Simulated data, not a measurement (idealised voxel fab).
process module | voxel transistor to metal
Section shown: cut. Width: 175 nm. Cell size: 5 nm, square.
How to read a cross-section here: the picture is a grid of square cells, written as bands going from the top down, and any band can span one or more rows of cells. Band: top and bottom heights (nm) first, top before bottom; then materials from left to right, widths in nm. "everywhere" marks a sole material filling the band edge to edge. "blank" denotes empty space. Zero point of the height axis is 0; under it, received wafer = one material. Lowest band: continues down indefinitely, "0 nm and below". The two numbers in a width such as "30->40" mark its ends across the band: the first belongs to the top row of cells, the second to the bottom row, and from each row to the next the width moves by the same amount. What does "no change" mean for a step? It means no cell of the cross-section changed in that step. "Closed internal cavities" lists enclosed empty spaces (at least 8 cells, no open path upward to the top), each as width x height at distance from the left edge, in nm. Whatever follows a step's settings on its line is a remark the simulator itself makes about that step. What "overlay nm" on a step's line means: if the step has a mask, that mask lay this far to the right of its planned place, or, when the value is negative, to the left.
**Planned process steps**
| 1 | RECEIVE [material Si] |
| 2 | OXIDIZE [depth nm 5] |
| 3 | CONFORMAL_DEP [material SiN] [thk nm 15] |
| 4 | MASKED_ETCH [tone cover] [mask id ACTIVE] [width nm 135] [etch materials SiN] [depth nm 15] [overlay nm 0] |
| 5 | MASKED_ETCH [tone cover] [mask id ACTIVE] [width nm 135] [etch materials SiO2] [depth nm 5] [overlay nm 0] |
| 6 | MASKED_ETCH [tone cover] [mask id ACTIVE] [width nm 135] [etch materials Si] [depth nm 30] [overlay nm 0] |
| 7 | FILL_DEP [material SiO2] [thk nm 10] |
| 8 | CMP [height nm 15] |
| 9 | SELECTIVE_ETCH [etch materials SiO2] [depth nm 5] |
| 10 | STRIP [etch materials SiN] |
| 11 | SELECTIVE_ETCH [etch materials SiO2] [depth nm 5] |
| 12 | OXIDIZE [depth nm 5] |
| 13 | DIRECTIONAL_DEP [material polySi] [thk nm 25] |
| 14 | DIRECTIONAL_DEP [material SiCN] [thk nm 15] |
| 15 | PATTERN [tone cover] [mask id GATE] [material resist] [width nm 35] [thk nm 20] [overlay nm 0] |
| 16 | DIRECTIONAL_ETCH [etch materials SiCN] [depth nm 25] |
| 17 | DIRECTIONAL_ETCH [etch materials polySi] [depth nm 35] |
| 18 | STRIP [etch materials resist] |
| 19 | CONFORMAL_DEP [material SiO2] [thk nm 5] |
| 20 | DIRECTIONAL_ETCH [etch materials SiO2] [depth nm 5] |
| 21 | CONFORMAL_DEP [material SiN] [thk nm 5] |
| 22 | DIRECTIONAL_ETCH [etch materials SiN] [depth nm 5] |
| 23 | DIRECTIONAL_ETCH [etch materials SiO2] [depth nm 5] |
| 24 | DIRECTIONAL_ETCH [etch materials Si] [depth nm 5] |
| 25 | EPI [material SiGe] [thk nm 10] |
| 26 | FILL_DEP [material SiO2] [thk nm 10] |
| 27 | CMP [height nm 20] |
| 28 | STRIP [etch materials polySi] |
| 29 | SELECTIVE_ETCH [etch materials SiO2] [depth nm 5] |
| 30 | CONFORMAL_DEP [material HfO2] [thk nm 5] |
| 31 | CONFORMAL_DEP [material TiN] [thk nm 5] |
| 32 | FILL_DEP [material W] [thk nm 5] |
| 33 | CMP [height nm 15] |
| 34 | DIRECTIONAL_DEP [material SiO2] [thk nm 10] |
| 35 | MASKED_ETCH [tone open] [mask id CONTACT] [width nm 20] [pitch nm 95] [etch materials SiO2] [depth nm 30] [overlay nm 0] |
| 36 | CONFORMAL_DEP [material TiN] [thk nm 5] |
| 37 | FILL_DEP [material Ru] [thk nm 10] |
| 38 | CMP [height nm 25] |
| 39 | DIRECTIONAL_DEP [material TiN] [thk nm 5] |
| 40 | DIRECTIONAL_DEP [material Ru] [thk nm 20] |
| 41 | DIRECTIONAL_DEP [material aC] [thk nm 10] |
| 42 | PATTERN [tone cover] [mask id METAL_1] [material resist] [width nm 20] [pitch nm 95] [thk nm 30] [overlay nm 0] |
| 43 | DIRECTIONAL_ETCH [etch materials aC] [depth nm 10] |
| 44 | STRIP [etch materials resist] |
| 45 | DIRECTIONAL_ETCH [etch materials Ru] [depth nm 20] |
| 46 | DIRECTIONAL_ETCH [etch materials TiN] [depth nm 5] |
| 47 | STRIP [etch materials aC] |
| 48 | FILL_DEP [material SiO2] [thk nm 5] |
| 49 | CMP [height nm 50] |
| 50 | CONFORMAL_DEP [material SiCN] [thk nm 5] |
| 51 | DIRECTIONAL_DEP [material lowk] [thk nm 30] |
| 52 | MASKED_ETCH [tone open] [mask id METAL_2] [width nm 20] [pitch nm 95] [etch materials lowk] [depth nm 20] [overlay nm 0] |
| 53 | PATTERN [tone open] [mask id METAL_2_HOLES] [material resist] [width nm 15] [pitch nm 95] [thk nm 15] [overlay nm 0] |
| 54 | DIRECTIONAL_ETCH [etch materials lowk] [depth nm 10] |
| 55 | DIRECTIONAL_ETCH [etch materials SiCN] [depth nm 5] |
| 56 | STRIP [etch materials resist] |
| 57 | CONFORMAL_DEP [material TiN] [thk nm 5] |
| 58 | FILL_DEP [material Cu] [thk nm 5] |
| 59 | CMP [height nm 85] |
| 60 | CONFORMAL_DEP [material SiN] [thk nm 5] |
**Cross-sectional view of the wafer in its as-received condition, corresponding to the state after step 1**
> 0 nm and below = Si everywhere
> Closed internal cavities: none
**Final cross-section, module run with one mistake (start and plan as above)**
> 90 nm to 85 nm = SiN everywhere
> 85 nm to 70 nm = lowk 30 nm / TiN 5 nm / Cu 10 nm / TiN 5 nm / lowk 75 nm / TiN 5 nm / Cu 10 nm / TiN 5 nm / lowk 30 nm
> 70 nm to 65 nm = lowk 30 nm / TiN 5 nm / Cu 5 nm / TiN 10 nm / lowk 75 nm / TiN 5 nm / Cu 5 nm / TiN 10 nm / lowk 30 nm
> 65 nm to 55 nm = lowk 30 nm / TiN 5 nm / Cu 5 nm / TiN 5 nm / lowk 80 nm / TiN 5 nm / Cu 5 nm / TiN 5 nm / lowk 35 nm
> 55 nm to 50 nm = SiCN 30 nm / TiN 15 nm / SiCN 80 nm / TiN 15 nm / SiCN 35 nm
> 50 nm to 30 nm = Ru 30 nm / SiO2 20 nm / Ru 75 nm / SiO2 20 nm / Ru 30 nm
> 30 nm to 25 nm = TiN 30 nm / SiO2 20 nm / TiN 75 nm / SiO2 20 nm / TiN 30 nm
> 25 nm to 15 nm = SiO2 30 nm / TiN 5 nm / Ru 10 nm / TiN 5 nm / SiO2 75 nm / TiN 5 nm / Ru 10 nm / TiN 5 nm / SiO2 30 nm
> 15 nm to 5 nm = SiO2 30 nm / TiN 5 nm / Ru 10 nm / TiN 5 nm / SiO2 10 nm / SiN 5 nm / HfO2 5 nm / TiN 5 nm / W 25 nm / TiN 5 nm / HfO2 5 nm / SiN 5 nm / SiO2 10 nm / TiN 5 nm / Ru 10 nm / TiN 5 nm / SiO2 30 nm
> 5 nm to 0 nm = SiO2 20 nm / SiN 5 nm / SiO2 5 nm / TiN 10 nm / Ru 5 nm / TiN 5 nm / SiO2 10 nm / SiN 5 nm / HfO2 5 nm / TiN 5 nm / W 25 nm / TiN 5 nm / HfO2 5 nm / SiN 5 nm / SiO2 10 nm / TiN 5 nm / Ru 5 nm / TiN 10 nm / SiO2 5 nm / SiN 5 nm / SiO2 20 nm
> 0 nm to -5 nm = SiO2 20 nm / SiN 5 nm / SiGe 10 nm / TiN 15 nm / SiGe 10 nm / SiN 5 nm / HfO2 5 nm / TiN 35 nm / HfO2 5 nm / SiN 5 nm / SiGe 10 nm / TiN 15 nm / SiGe 10 nm / SiN 5 nm / SiO2 20 nm
> -5 nm to -10 nm = SiO2 25 nm / SiGe 35 nm / SiO2 5 nm / HfO2 45 nm / SiO2 5 nm / SiGe 35 nm / SiO2 25 nm
> -10 nm to -15 nm = SiO2 20 nm / Si 5 nm / SiGe 35 nm / Si 55 nm / SiGe 35 nm / Si 5 nm / SiO2 20 nm
> -15 nm to -35 nm = SiO2 20 nm / Si 135 nm / SiO2 20 nm
> -35 nm and below = Si everywhere
> Closed internal cavities: none
Error vs. plan: step 42, actual vs plan mismatch, actual run PATTERN [tone open] [mask id METAL_1] [material resist] [width nm 20] [pitch nm 95] [thk nm 30] [overlay nm 0]
